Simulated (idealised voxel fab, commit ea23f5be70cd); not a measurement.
You're looking at the process module voxel ribs on slabs.
Pictured: cross-section cut, 240 nm wide, on a grid of 5 nm square cells.
For the purposes of this document, a cross-section shall be understood as a grid of square cells, specified as bands listed in top-to-bottom order, each band consisting of one or more rows of cells.
Band: top and bottom heights (nm) first, top before bottom; then materials from left to right, widths in nm. "everywhere" marks a sole material filling the band edge to edge. "air" denotes empty space.
All heights in this document are referenced to 0, defined as the level beneath which the wafer, as received, consists entirely of one material. The lowest band is not bounded below; it extends indefinitely downward and is written in the form "0 -> down".
The notation "30..40" denotes a width that varies across the rows of cells in the band, beginning at the first number in the top row, finishing at the second number in the bottom row, and changing by an identical amount from each row to the next.
Reading "nothing was modified" for a step: not a cell of the cross-section changed in it.
Under "Sealed cavities" you'll find the enclosed gaps, the ones with no way out to the top, that are 8 cells or bigger; each reads width x height at distance, with distance counted from the left edge, everything in nm.
Anything after a step's settings on that line? It's the simulator's own note about the step.
A step line may carry the setting "overlay nm", which, for steps involving a mask, states the distance by which the mask lay to the right of its intended position; negative values denote displacement to the left.

Set out below are the planned steps of the process:
| 1 | RECEIVE (material Si) |
| 2 | DIRECTIONAL_DEP (material SiO2; thk nm 25) |
| 3 | DIRECTIONAL_DEP (material polySi; thk nm 20) |
| 4 | PATTERN (tone cover; mask id RIB; material resist; width nm 30; thk nm 20; overlay nm 0) |
| 5 | DIRECTIONAL_ETCH (etch materials polySi; depth nm 5) |
| 6 | STRIP (etch materials resist) |
| 7 | DIRECTIONAL_DEP (material aC; thk nm 15) |
| 8 | PATTERN (tone cover; mask id SLAB; material resist; width nm 60; thk nm 35; overlay nm 0) |
| 9 | DIRECTIONAL_ETCH (etch materials aC; depth nm 15) |
| 10 | STRIP (etch materials resist) |
| 11 | DIRECTIONAL_ETCH (etch materials polySi; depth nm 15) |
| 12 | STRIP (etch materials aC) |
| 13 | FILL_DEP (material SiO2; thk nm 30) |
| 14 | CMP (height nm 65) |
| 15 | DIRECTIONAL_DEP (material TiN; thk nm 5) |
| 16 | MASKED_ETCH (tone cover; mask id HEATER; width nm 40; etch materials TiN; depth nm 5; overlay nm 0) |
| 17 | CONFORMAL_DEP (material SiN; thk nm 5) |

The first of a set of two wafers, run to plan:

As received (post step 1): cross-section:
  0 -> down: Si everywhere
  Sealed cavities: none

Once step 2 is through, the wafer looks like this in cross-section:
  25 -> 0: SiO2 everywhere
  Anything lower than 0 is untouched.

Once step 3 is through, the wafer looks like this in cross-section:
  45 -> 25: polySi everywhere
  Anything lower than 25 is untouched.

Once step 4 is through, the wafer looks like this in cross-section:
  65 -> 45: 105 of air; 30 of resist; 105 of air
  Anything lower than 45 is untouched.

Once step 5 is through, the wafer looks like this in cross-section:
  65 -> 45: 105 of air; 30 of resist; 105 of air
  45 -> 40: 105 of air; 30 of polySi; 105 of air
  Anything lower than 40 is untouched.

Once step 6 is through, the wafer looks like this in cross-section:
  45 -> 40: 105 of air; 30 of polySi; 105 of air
  Anything lower than 40 is untouched.

Once step 7 is through, the wafer looks like this in cross-section:
  60 -> 55: 105 of air; 30 of aC; 105 of air
  55 -> 45: aC everywhere
  45 -> 40: 105 of aC; 30 of polySi; 105 of aC
  Anything lower than 40 is untouched.

Once step 8 is through, the wafer looks like this in cross-section:
  95 -> 60: 90 of air; 60 of resist; 90 of air
  60 -> 55: 90 of air; 15 of resist; 30 of aC; 15 of resist; 90 of air
  Anything lower than 55 is untouched.

Once step 9 is through, the wafer looks like this in cross-section:
  80 -> 60: 90 of air; 60 of resist; 90 of air
  60 -> 55: 90 of air; 15 of resist; 30 of aC; 15 of resist; 90 of air
  55 -> 45: 90 of air; 60 of aC; 90 of air
  45 -> 40: 90 of air; 15 of aC; 30 of polySi; 15 of aC; 90 of air
  Anything lower than 40 is untouched.

Once step 10 is through, the wafer looks like this in cross-section:
  60 -> 55: 105 of air; 30 of aC; 105 of air
  Anything lower than 55 is untouched.

Once step 11 is through, the wafer looks like this in cross-section:
  60 -> 55: 105 of air; 30 of aC; 105 of air
  55 -> 45: 90 of air; 60 of aC; 90 of air
  45 -> 40: 90 of air; 15 of aC; 30 of polySi; 15 of aC; 90 of air
  40 -> 25: 90 of air; 60 of polySi; 90 of air
  Anything lower than 25 is untouched.

Once step 12 is through, the wafer looks like this in cross-section:
  45 -> 40: 105 of air; 30 of polySi; 105 of air
  Anything lower than 40 is untouched.

Once step 13 is through, the wafer looks like this in cross-section:
  75 -> 45: SiO2 everywhere
  45 -> 40: 105 of SiO2; 30 of polySi; 105 of SiO2
  40 -> 25: 90 of SiO2; 60 of polySi; 90 of SiO2
  Anything lower than 25 is untouched.

Once step 14 is through, the wafer looks like this in cross-section:
  65 -> 45: SiO2 everywhere
  Anything lower than 45 is untouched.

Once step 15 is through, the wafer looks like this in cross-section:
  70 -> 65: TiN everywhere
  Anything lower than 65 is untouched.

Once step 16 is through, the wafer looks like this in cross-section:
  70 -> 65: 100 of air; 40 of TiN; 100 of air
  Anything lower than 65 is untouched.

Once step 17 is through, the wafer looks like this in cross-section:
  75 -> 70: 95 of air; 50 of SiN; 95 of air
  70 -> 65: 100 of SiN; 40 of TiN; 100 of SiN
  Anything lower than 65 is untouched.

Second wafer, same starting state and plan as the first, one mistake in the run, identical through step 16:

The second wafer in cross-section, at the planned close of step 17: nothing was modified
What was the processing mistake? heads up, step 17 of the plan was skipped and never actually ran
Looking at both finished wafers in cells, the second ends up ahead of or behind the first on some materials: 50 fewer of SiN
